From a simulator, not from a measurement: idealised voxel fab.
Process module heading - voxel self aligned contacts
Cross-section cut: width 180 nm, square cells of 5 nm.
Cross-section layout: square cells on a grid; listed as bands, top to bottom; a band spans one or more cell rows.
The band entry comprises the height of the band's top followed by the height of its bottom, expressed in nm, and subsequently the band's materials from left to right, each stated together with its width in nm. Where a single material is marked with the word "edge to edge", that material fills the band from edge to edge. The word "blank" represents empty space.
For the purposes of this specification, 0 denotes the height below which the wafer in its as-received condition is composed wholly of one material, and the lowermost band, lacking a lower limit, extends downward without end, as expressed in "top 0, no bottom".
The width entry "30 to 40" should be interpreted row by row: the top row of cells in the band takes the first number, the bottom row takes the second number, and the change between adjacent rows is uniform throughout.
Given "nothing got changed" for a step, no cell of the cross-section differs between before and after that step.
"Trapped cavities": sealed empty spaces, 8 cells or more, no open way to top, listed width x height at distance, with distance from the left edge and width, height and distance in nm.
It should be noted that, on the line of a given step, the content following the step's settings is a remark produced by the simulator itself with respect to that step.
Steps that use a mask can have "overlay nm" on their line. It says how far the mask sat to the right of where it was meant to be. Negative means to the left.

-- Steps planned for the process
- 1: RECEIVE [material Si]
- 2: CONFORMAL_DEP [material SiO2] [thk nm 5]
- 3: DIRECTIONAL_DEP [material polySi] [thk nm 30]
- 4: DIRECTIONAL_DEP [material SiN] [thk nm 20]
- 5: MASKED_ETCH [tone cover] [mask id GATE] [width nm 30] [pitch nm 65] [etch materials SiN] [depth nm 20] [overlay nm 0]
- 6: MASKED_ETCH [tone cover] [mask id GATE] [width nm 30] [pitch nm 65] [etch materials polySi] [depth nm 30] [overlay nm 0]
- 7: CONFORMAL_DEP [material SiN] [thk nm 10]
- 8: DIRECTIONAL_ETCH [etch materials SiN] [depth nm 10]
- 9: FILL_DEP [material SiO2] [thk nm 15]
- 10: CMP [height nm 65]
- 11: PATTERN [tone open] [mask id CONTACT] [material resist] [width nm 45] [thk nm 20] [overlay nm 0]
- 12: DIRECTIONAL_ETCH [etch materials SiO2] [depth nm 65]
- 13: STRIP [etch materials resist]
- 14: CONFORMAL_DEP [material TiN] [thk nm 5]
- 15: FILL_DEP [material Ru] [thk nm 10]
- 16: CMP [height nm 65]
- 17: CONFORMAL_DEP [material SiN] [thk nm 5]

-- As received (post step 1): cross-section
* top 0, no bottom | Si edge to edge
* Trapped cavities: none

-- Post-module cross-section of the first of two wafers (run per plan)
* top 70, bottom 65 | SiN edge to edge
* top 65, bottom 55 | SiO2 (65), then TiN (5 to 20), then Ru (35 to 5), then TiN (5 to 20), then SiO2 (70)
* top 55, bottom 35 | SiO2 (30), then SiN (50), then TiN (5), then Ru (5), then TiN (5), then SiN (50), then SiO2 (35)
* top 35, bottom 5 | SiO2 (30), then SiN (10), then polySi (30), then SiN (10), then TiN (5), then Ru (5), then TiN (5), then SiN (10), then polySi (30), then SiN (10), then SiO2 (35)
* top 5, bottom 0 | SiO2 (80), then TiN (15), then SiO2 (85)
* top 0, no bottom | Si edge to edge
* Trapped cavities: none

-- Wafer two (of two), end-of-module cross-section: start = wafer one, plan = wafer one, one run mistake
* top 70, bottom 65 | SiN edge to edge
* top 65, bottom 55 | SiO2 (65), then TiN (5 to 20), then Ru (35 to 5), then TiN (5 to 20), then SiO2 (70)
* top 55, bottom 40 | SiO2 (30), then SiN (50), then TiN (5), then Ru (5), then TiN (5), then SiN (50), then SiO2 (35)
* top 40, bottom 35 | SiO2 (30), then SiN (50), then TiN (15), then SiN (50), then SiO2 (35)
* top 35, bottom 5 | Ru edge to edge
* top 5, bottom 0 | SiO2 edge to edge
* top 0, no bottom | Si edge to edge
* Trapped cavities: none
Plan not followed: step 3 did not happen as planned, as run it was DIRECTIONAL_DEP [material Ru] [thk nm 30]
It is noted that, at the conclusion of processing, the second wafer exhibits a higher or lower cell count for certain materials relative to the first: Ru +209 | SiN -48 | SiO2 -75 | TiN -14 | polySi -72
